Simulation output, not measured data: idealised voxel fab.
process module | voxel ribs on slabs
cross-section cut | 260 nm wide | cells 5 nm
A cross-section is a grid of square cells, given in bands from the top down. A band is one or more rows of cells.
Each band's line starts with the height of the band's top and of its bottom, in nm. Then come its materials from left to right, each with its width in nm. One material with "throughout" fills the band from edge to edge. "air" is empty space.
Height 0 is the level under which the wafer as received is all one material. The lowest band goes on downwards, as in "0 down".
A width such as "30 to 40" changes by the same amount from each row of cells to the next, from the band's top row to its bottom row.
"no change" after a step means that no cell of the cross-section changed.
closed voids: empty space of 8 cells or more with no open way to the top, each as width x height at its distance from the left edge, in nm
after a step's settings: what the simulator itself notes on the step
overlay nm, on a step with a mask: how far to the right of its planned place the mask lay; to the left if negative
plan
1 op RECEIVE | material Si
2 op DIRECTIONAL_DEP | material SiO2 | thk nm 25
3 op DIRECTIONAL_DEP | material SiN | thk nm 20
4 op DIRECTIONAL_DEP | material aC | thk nm 15
5 op PATTERN | tone cover | mask id RIB | material resist | width nm 25 | thk nm 30 | overlay nm 0
6 op DIRECTIONAL_ETCH | etch materials aC | depth nm 15
7 op STRIP | etch materials resist
8 op DIRECTIONAL_ETCH | etch materials SiN | depth nm 15
9 op STRIP | etch materials aC
10 op DIRECTIONAL_DEP | material aC | thk nm 10
11 op PATTERN | tone cover | mask id SLAB | material resist | width nm 75 | thk nm 30 | overlay nm 0
12 op DIRECTIONAL_ETCH | etch materials aC | depth nm 10
13 op STRIP | etch materials resist
14 op DIRECTIONAL_ETCH | etch materials SiN | depth nm 5
15 op STRIP | etch materials aC
16 op FILL_DEP | material SiO2 | thk nm 25
17 op CMP | height nm 65
18 op DIRECTIONAL_DEP | material TiN | thk nm 10
19 op MASKED_ETCH | tone cover | mask id HEATER | width nm 35 | etch materials TiN | depth nm 10 | overlay nm 0
20 op CONFORMAL_DEP | material SiO2 | thk nm 5
as received, after step 1
  0 down: Si throughout
  closed voids: none
a wafer at the end: this start, this plan, one mistake
  80 to 75: air 105 | SiO2 45 | air 110
  75 to 70: air 105 | SiO2 5 | TiN 35 | SiO2 5 | air 110
  70 to 65: SiO2 110 | TiN 35 | SiO2 115
  65 to 55: SiO2 115 | SiN 25 | SiO2 120
  55 to 50: SiO2 90 | SiN 75 | SiO2 95
  50 to 0: SiO2 throughout
  0 down: Si throughout
  closed voids: none
what went wrong: step 2 was run twice
